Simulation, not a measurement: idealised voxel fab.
Process module under the name voxel transistor to metal
The cross-section on display is named cut; it measures 175 nm wide, and its cells are 5 nm squares.
Bands, listed from the top down, are how a cross-section gets written in this document; the cross-section itself is a grid of square cells, and a band is one or more rows of them.
A band entry consists of two parts. The first gives the height of the band's top and the height of its bottom, in nm. The rest lists the band's materials from left to right, each with its width in nm. A single material labelled with the word "full width" fills the band from edge to edge, and the word "empty" marks empty space.
We count height from 0. Below that, the starting wafer is all one material. The lowest band never ends at the bottom but goes on down; see "0 and below" for how that is written.
Width: "30 to 40" (first number = top row, second number = bottom row, same change from row to row of cells).
No cell of the cross-section changed in a step that is given as "nothing was modified".
The entry "Enclosed cavities" lists the empty spaces that cover at least 8 cells and have no open path to the top. Each is written as width x height at distance, where the distance is measured from the left edge and all three values are in nm.
Text after the settings on a step's line: the simulator's own remark on that step.
You can add "overlay nm" to a step's line. For a step with a mask, it describes how far the mask lay to the right of its planned position, and a negative number describes a lay to the left.
-- The planned process steps are enumerated hereunder
| 1 | RECEIVE (material Si) |
| 2 | OXIDIZE (depth nm 5) |
| 3 | CONFORMAL_DEP (material SiN; thk nm 15) |
| 4 | MASKED_ETCH (tone cover; mask id ACTIVE; width nm 125; etch materials SiN; depth nm 15; overlay nm 0) |
| 5 | MASKED_ETCH (tone cover; mask id ACTIVE; width nm 125; etch materials SiO2; depth nm 5; overlay nm 0) |
| 6 | MASKED_ETCH (tone cover; mask id ACTIVE; width nm 125; etch materials Si; depth nm 20; overlay nm 0) |
| 7 | OXIDIZE (depth nm 5) |
| 8 | FILL_DEP (material SiO2; thk nm 5) |
| 9 | CMP (height nm 15) |
| 10 | SELECTIVE_ETCH (etch materials SiO2; depth nm 10) |
| 11 | STRIP (etch materials SiN) |
| 12 | SELECTIVE_ETCH (etch materials SiO2; depth nm 5) |
| 13 | OXIDIZE (depth nm 5) |
| 14 | DIRECTIONAL_DEP (material polySi; thk nm 30) |
| 15 | DIRECTIONAL_DEP (material SiCN; thk nm 15) |
| 16 | MASKED_ETCH (tone cover; mask id GATE; width nm 25; etch materials SiCN; depth nm 25; overlay nm 0) |
| 17 | MASKED_ETCH (tone cover; mask id GATE; width nm 25; etch materials polySi; depth nm 40; overlay nm -5) |
| 18 | CONFORMAL_DEP (material SiN; thk nm 5) |
| 19 | DIRECTIONAL_ETCH (etch materials SiN; depth nm 5) |
| 20 | DIRECTIONAL_ETCH (etch materials SiO2; depth nm 5) |
| 21 | DIRECTIONAL_ETCH (etch materials Si; depth nm 10) |
| 22 | EPI (material nSi; thk nm 15) |
| 23 | FILL_DEP (material SiO2; thk nm 5) |
| 24 | CMP (height nm 25) |
| 25 | STRIP (etch materials polySi) |
| 26 | SELECTIVE_ETCH (etch materials SiO2; depth nm 5) |
| 27 | CONFORMAL_DEP (material HfO2; thk nm 5) |
| 28 | CONFORMAL_DEP (material TiN; thk nm 5) |
| 29 | FILL_DEP (material W; thk nm 5) |
| 30 | CMP (height nm 20) |
| 31 | DIRECTIONAL_DEP (material SiO2; thk nm 15) |
| 32 | DIRECTIONAL_DEP (material aC; thk nm 10) |
| 33 | PATTERN (tone open; mask id CONTACT; material resist; width nm 20; pitch nm 85; thk nm 30; overlay nm 0) |
| 34 | DIRECTIONAL_ETCH (etch materials aC; depth nm 10) |
| 35 | STRIP (etch materials resist) |
| 36 | DIRECTIONAL_ETCH (etch materials SiO2; depth nm 40) |
| 37 | STRIP (etch materials aC) |
| 38 | CONFORMAL_DEP (material TiN; thk nm 5) |
| 39 | FILL_DEP (material W; thk nm 5) |
| 40 | CMP (height nm 35) |
| 41 | DIRECTIONAL_DEP (material TiN; thk nm 5) |
| 42 | DIRECTIONAL_DEP (material Ru; thk nm 15) |
| 43 | MASKED_ETCH (tone cover; mask id METAL_1; width nm 20; pitch nm 85; etch materials Ru; depth nm 15; overlay nm 0) |
| 44 | MASKED_ETCH (tone cover; mask id METAL_1; width nm 20; pitch nm 85; etch materials TiN; depth nm 5; overlay nm 0) |
| 45 | FILL_DEP (material SiO2; thk nm 10) |
| 46 | CMP (height nm 55) |
| 47 | CONFORMAL_DEP (material SiCN; thk nm 5) |
| 48 | DIRECTIONAL_DEP (material SiO2; thk nm 25) |
| 49 | MASKED_ETCH (tone open; mask id METAL_2_HOLES; width nm 15; pitch nm 85; etch materials SiO2; depth nm 25; overlay nm 0) |
| 50 | DIRECTIONAL_DEP (material aC; thk nm 15) |
| 51 | PATTERN (tone open; mask id METAL_2; material resist; width nm 20; pitch nm 85; thk nm 35; overlay nm 0) |
| 52 | DIRECTIONAL_ETCH (etch materials aC; depth nm 15) |
| 53 | STRIP (etch materials resist) |
| 54 | DIRECTIONAL_ETCH (etch materials SiO2; depth nm 15) |
| 55 | DIRECTIONAL_ETCH (etch materials SiCN; depth nm 5) |
| 56 | STRIP (etch materials aC) |
| 57 | CONFORMAL_DEP (material TiN; thk nm 5) |
| 58 | FILL_DEP (material Ru; thk nm 5) |
| 59 | CMP (height nm 85) |
| 60 | CONFORMAL_DEP (material SiCN; thk nm 5) |
The value of overlay nm given for step 17 in the plan refers to the first wafer; the wafers vary in this setting and are alike at the start.
-- The as-received cross-section of the first of several wafers corresponds to the state after step 1
  0 and below = Si full width
  Enclosed cavities: none
-- First of several wafers: cross-section at the end of the module, after step 60, its last step
  90 down to 85 = SiCN full width
  85 down to 75 = SiO2=35, then TiN=5, then Ru=10, then TiN=5, then SiO2=65, then TiN=5, then Ru=10, then TiN=5, then SiO2=35
  75 down to 70 = SiO2=35, then TiN=5, then Ru=5, then TiN=10, then SiO2=65, then TiN=5, then Ru=5, then TiN=10, then SiO2=35
  70 down to 60 = SiO2=35, then TiN=5, then Ru=5, then TiN=5, then SiO2=70, then TiN=5, then Ru=5, then TiN=5, then SiO2=40
  60 down to 55 = SiCN=35, then TiN=15, then SiCN=70, then TiN=15, then SiCN=40
  55 down to 40 = SiO2=35, then Ru=20, then SiO2=65, then Ru=20, then SiO2=35
  40 down to 35 = SiO2=35, then TiN=20, then SiO2=65, then TiN=20, then SiO2=35
  35 down to 20 = SiO2=35, then TiN=5, then W=10, then TiN=5, then SiO2=65, then TiN=5, then W=10, then TiN=5, then SiO2=35
  20 down to 10 = SiO2=35, then TiN=5, then W=10, then TiN=5, then SiO2=10, then SiN=5, then HfO2=5, then TiN=5, then W=10, then TiN=5, then HfO2=5, then SiN=5, then SiO2=15, then TiN=5, then W=10, then TiN=5, then SiO2=35
  10 down to 5 = SiO2=35, then TiN=5, then W=5, then TiN=10, then SiO2=10, then SiN=5, then HfO2=5, then TiN=5, then W=10, then TiN=5, then HfO2=5, then SiN=5, then SiO2=15, then TiN=5, then W=10, then TiN=5, then SiO2=35
  5 down to 0 = SiO2=35, then TiN=5, then W=5, then TiN=5, then nSi=15, then SiN=5, then HfO2=5, then TiN=5, then W=10, then TiN=5, then HfO2=5, then SiN=5, then nSi=15, then TiN=5, then W=10, then TiN=5, then SiO2=35
  0 down to -5 = SiO2=20, then SiN=5, then SiO2=10, then TiN=15, then nSi=15, then SiN=5, then HfO2=5, then TiN=20, then HfO2=5, then SiN=5, then nSi=15, then TiN=20, then SiO2=10, then SiN=5, then SiO2=20
  -5 down to -10 = SiO2=25, then nSi=40, then HfO2=40, then nSi=45, then SiO2=25
  -10 down to -20 = SiO2=30, then nSi=35, then Si=40, then nSi=40, then SiO2=30
  -20 down to -30 = SiO2=30, then Si=115, then SiO2=30
  -30 and below = Si full width
  Enclosed cavities: none
-- At the end of the module, the last of several wafers in cross-section
  90 down to 85 = SiCN full width
  85 down to 75 = SiO2=35, then TiN=5, then Ru=10, then TiN=5, then SiO2=65, then TiN=5, then Ru=10, then TiN=5, then SiO2=35
  75 down to 70 = SiO2=35, then TiN=5, then Ru=5, then TiN=10, then SiO2=65, then TiN=5, then Ru=5, then TiN=10, then SiO2=35
  70 down to 60 = SiO2=35, then TiN=5, then Ru=5, then TiN=5, then SiO2=70, then TiN=5, then Ru=5, then TiN=5, then SiO2=40
  60 down to 55 = SiCN=35, then TiN=15, then SiCN=70, then TiN=15, then SiCN=40
  55 down to 40 = SiO2=35, then Ru=20, then SiO2=65, then Ru=20, then SiO2=35
  40 down to 35 = SiO2=35, then TiN=20, then SiO2=65, then TiN=20, then SiO2=35
  35 down to 20 = SiO2=35, then TiN=5, then W=10, then TiN=5, then SiO2=65, then TiN=5, then W=10, then TiN=5, then SiO2=35
  20 down to 10 = SiO2=35, then TiN=5, then W=10, then TiN=5, then SiO2=15, then SiN=5, then HfO2=5, then TiN=5, then W=10, then TiN=5, then HfO2=5, then SiN=5, then SiO2=10, then TiN=5, then W=10, then TiN=5, then SiO2=35
  10 down to 5 = SiO2=35, then TiN=5, then W=10, then TiN=5, then SiO2=15, then SiN=5, then HfO2=5, then TiN=5, then W=10, then TiN=5, then HfO2=5, then SiN=5, then SiO2=10, then TiN=10, then W=5, then TiN=5, then SiO2=35
  5 down to 0 = SiO2=35, then TiN=5, then W=10, then TiN=5, then nSi=15, then SiN=5, then HfO2=5, then TiN=5, then W=10, then TiN=5, then HfO2=5, then SiN=5, then nSi=15, then TiN=5, then W=5, then TiN=5, then SiO2=35
  0 down to -5 = SiO2=20, then SiN=5, then SiO2=10, then TiN=20, then nSi=15, then SiN=5, then HfO2=5, then TiN=20, then HfO2=5, then SiN=5, then nSi=15, then TiN=15, then SiO2=10, then SiN=5, then SiO2=20
  -5 down to -10 = SiO2=25, then nSi=45, then HfO2=40, then nSi=40, then SiO2=25
  -10 down to -20 = SiO2=30, then nSi=40, then Si=40, then nSi=35, then SiO2=30
  -20 down to -30 = SiO2=30, then Si=115, then SiO2=30
  -30 and below = Si full width
  Enclosed cavities: none
-- The rows of the table below are wafers. Looking at the end of the module, a row counts, for every material, the cells the wafer has gained, shown as (+), or lost, shown as (-), since it was received; its closed voids come next
overlay nm -5; +18 HfO2; +38 Ru; -148 Si; +64 SiCN; +12 SiN; +469 SiO2; +84 TiN; +34 W; +59 nSi; Enclosed cavities: none
overlay nm 0; +17 HfO2; +38 Ru; -150 Si; +64 SiCN; +12 SiN; +472 SiO2; +83 TiN; +32 W; +62 nSi; Enclosed cavities: none
overlay nm 5; +18 HfO2; +38 Ru; -148 Si; +64 SiCN; +12 SiN; +469 SiO2; +84 TiN; +34 W; +59 nSi; Enclosed cavities: none
